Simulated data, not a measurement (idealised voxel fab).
Process module, titled voxel wiring stack
Section shown: cut. Width: 245 nm. Cell size: 5 nm, square.
In what follows, cross-sections appear as grids of square cells, described through bands that run from the top down, where every band is one or more rows of cells.
A band entry consists of two parts. The first gives the height of the band's top and the height of its bottom, in nm. The rest lists the band's materials from left to right, each with its width in nm. A single material labelled with the word "everywhere" fills the band from edge to edge, and the word "air" marks empty space.
Height reference: 0 = level under which incoming wafer is all one material. Lowest band: no bottom, runs on downward, e.g. "0 and below".
The width entry "30 to 40" should be interpreted row by row: the top row of cells in the band takes the first number, the bottom row takes the second number, and the change between adjacent rows is uniform throughout.
Take "remained the same" at face value: in the step it is given for, the cross-section changed in none of its cells.
The label "Voids, fully enclosed" introduces a list of the empty spaces, 8 cells or larger, that have no open way up to the top; each entry in it reads width x height at distance, where the distance is taken from the left edge and all three are stated in nm.
Heads up: the bit after the settings on a step's line is the simulator's remark on that step.
Among the settings permitted on a step's line is "overlay nm"; applied to a step with a mask, it specifies the extent to which the mask lay to the right of its planned position, whereas a negative figure signifies a position to the left.

**Planned process steps**
1. RECEIVE: material Si
2. CONFORMAL_DEP: material SiO2, thk nm 10
3. CONFORMAL_DEP: material SiCN, thk nm 5
4. DIRECTIONAL_DEP: material lowk, thk nm 20
5. PATTERN: tone open, mask id METAL_1, material resist, width nm 25, pitch nm 55, thk nm 20, overlay nm 0
6. DIRECTIONAL_ETCH: etch materials lowk, depth nm 20
7. DIRECTIONAL_ETCH: etch materials SiCN, depth nm 5
8. STRIP: etch materials resist
9. CONFORMAL_DEP: material TiN, thk nm 5
10. FILL_DEP: material W, thk nm 10
11. CMP: height nm 35
12. CONFORMAL_DEP: material SiCN, thk nm 5
13. DIRECTIONAL_DEP: material lowk, thk nm 35
14. PATTERN: tone open, mask id METAL_2, material resist, width nm 25, pitch nm 55, thk nm 15, overlay nm 0
15. DIRECTIONAL_ETCH: etch materials lowk, depth nm 20
16. STRIP: etch materials resist
17. PATTERN: tone open, mask id METAL_2_HOLES, material resist, width nm 15, pitch nm 110, thk nm 20, overlay nm 0
18. DIRECTIONAL_ETCH: etch materials lowk, depth nm 15
19. DIRECTIONAL_ETCH: etch materials SiCN, depth nm 5
20. STRIP: etch materials resist
21. CONFORMAL_DEP: material TiN, thk nm 5
22. FILL_DEP: material Cu, thk nm 5
23. CMP: height nm 75
24. CONFORMAL_DEP: material SiN, thk nm 5

**Shown in cross-section is the wafer as received, that is, as it stands after step 1**
	0 and below: Si everywhere
	Voids, fully enclosed: none

**First of two wafers: cross-section at end of module, run per plan**
	80 down to 75: SiN everywhere
	75 down to 60: lowk 25  TiN 5  Cu 15  TiN 5  lowk 30  TiN 5  Cu 15  TiN 5  lowk 30  TiN 5  Cu 15  TiN 5  lowk 30  TiN 5  Cu 15  TiN 5  lowk 30
	60 down to 55: lowk 25  TiN 5  Cu 5  TiN 15  lowk 30  TiN 25  lowk 30  TiN 5  Cu 5  TiN 15  lowk 30  TiN 25  lowk 30
	55 down to 40: lowk 25  TiN 5  Cu 5  TiN 5  lowk 95  TiN 5  Cu 5  TiN 5  lowk 95
	40 down to 35: SiCN 25  TiN 15  SiCN 95  TiN 15  SiCN 95
	35 down to 15: lowk 25  TiN 5  W 15  TiN 5  lowk 30  TiN 5  W 15  TiN 5  lowk 30  TiN 5  W 15  TiN 5  lowk 30  TiN 5  W 15  TiN 5  lowk 30
	15 down to 10: SiCN 25  TiN 25  SiCN 30  TiN 25  SiCN 30  TiN 25  SiCN 30  TiN 25  SiCN 30
	10 down to 0: SiO2 everywhere
	0 and below: Si everywhere
	Voids, fully enclosed: none

**Second wafer through the module, sectioned at the end: same beginning and same plan as the first wafer, with one mistake in carrying it out**
	80 down to 75: SiN everywhere
	75 down to 60: lowk 25  TiN 5  Cu 15  TiN 5  lowk 30  TiN 5  Cu 15  TiN 5  lowk 30  TiN 5  Cu 15  TiN 5  lowk 30  TiN 5  Cu 15  TiN 5  lowk 30
	60 down to 55: lowk 25  TiN 10  Cu 5  TiN 10  lowk 30  TiN 25  lowk 30  TiN 10  Cu 5  TiN 10  lowk 30  TiN 25  lowk 30
	55 down to 40: lowk 30  TiN 5  Cu 5  TiN 5  lowk 95  TiN 5  Cu 5  TiN 5  lowk 90
	40 down to 35: SiCN 30  TiN 15  SiCN 95  TiN 15  SiCN 90
	35 down to 15: lowk 25  TiN 5  W 15  TiN 5  lowk 30  TiN 5  W 15  TiN 5  lowk 30  TiN 5  W 15  TiN 5  lowk 30  TiN 5  W 15  TiN 5  lowk 30
	15 down to 10: SiCN 25  TiN 25  SiCN 30  TiN 25  SiCN 30  TiN 25  SiCN 30  TiN 25  SiCN 30
	10 down to 0: SiO2 everywhere
	0 and below: Si everywhere
	Voids, fully enclosed: none
Misprocessing identified: step 17 was not run as planned; what actually ran was PATTERN: tone open, mask id METAL_2_HOLES, material resist, width nm 15, pitch nm 110, thk nm 20, overlay nm 5
End check, second vs first wafer: material counts in cells match, positions do not.
